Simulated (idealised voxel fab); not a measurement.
The following process module bears the name voxel plated lines.
For reference, the cross-section in this document is cut, with width 225 nm and square cells of 5 nm.
Square cells in a grid make up a cross-section in this document, and the grid is given as bands, listed from the top down, each one or more rows of cells. Per band: top height and bottom height in nm, followed by the left-to-right materials and their widths in nm; "edge to edge" marks a single material spanning edge to edge, "empty" marks empty space. For the purposes of this specification, 0 denotes the height below which the wafer in its as-received condition is composed wholly of one material, and the lowermost band, lacking a lower limit, extends downward without end, as expressed in "0 nm and below". Per-row width for "30->40": begins at first number (top row of band), ends at second number (bottom row), increment between rows held constant. Basically "left unchanged" means that step didn't change any cell in the cross-section. "Completely sealed voids": empty spaces of 8 cells or more with no open way to the top, each given as width x height at distance, distance from the left edge, all in nm. Read whatever lies past the settings on a step's line as the simulator's own remark about the step. Steps that use a mask can have "overlay nm" on their line. It says how far the mask sat to the right of where it was meant to be. Negative means to the left.
**Intended process steps**
- 1: RECEIVE | material Si
- 2: CONFORMAL_DEP | material SiO2 | thk nm 5
- 3: DIRECTIONAL_DEP | material TiN | thk nm 5
- 4: PATTERN | tone open | mask id LINES | material resist | width nm 30 | pitch nm 45 | thk nm 30 | overlay nm 0
- 5: EPI | material Ru | thk nm 10
- 6: EPI | material Ru | thk nm 10
- 7: STRIP | etch materials resist
- 8: DIRECTIONAL_ETCH | etch materials TiN | depth nm 5
- 9: CONFORMAL_DEP | material SiN | thk nm 10
**Wafer as received: cross-section following step 1**
  0 nm and below = Si edge to edge
  Completely sealed voids: none
**Wafer cross-section at module end: first of two, run to plan**
  40 nm to 30 nm = 40 of empty / 140 of SiN / 45 of empty
  30 nm to 15 nm = 40 of empty / 10 of SiN / 30 of Ru / 15 of SiN / 30 of Ru / 15 of SiN / 30 of Ru / 10 of SiN / 45 of empty
  15 nm to 10 nm = 50 of SiN / 30 of Ru / 15 of SiN / 30 of Ru / 15 of SiN / 30 of Ru / 55 of SiN
  10 nm to 5 nm = 50 of SiN / 30 of TiN / 15 of SiN / 30 of TiN / 15 of SiN / 30 of TiN / 55 of SiN
  5 nm to 0 nm = SiO2 edge to edge
  0 nm and below = Si edge to edge
  Completely sealed voids: none
**What the second wafer looks like in cross-section once the module is done. Its start and its plan matched the first wafer's exactly; what differed was one mistake in how it was run**
  30 nm to 10 nm = 50 of empty / 30 of Ru / 15 of empty / 30 of Ru / 15 of empty / 30 of Ru / 55 of empty
  10 nm to 5 nm = 50 of empty / 30 of TiN / 15 of empty / 30 of TiN / 15 of empty / 30 of TiN / 55 of empty
  5 nm to 0 nm = SiO2 edge to edge
  0 nm and below = Si edge to edge
  Completely sealed voids: none
Deviation from plan: step 9 of the plan was excluded from execution and never run
Heads up, by the end the second wafer has more or fewer cells of some materials compared to the first: SiN: 140 fewer
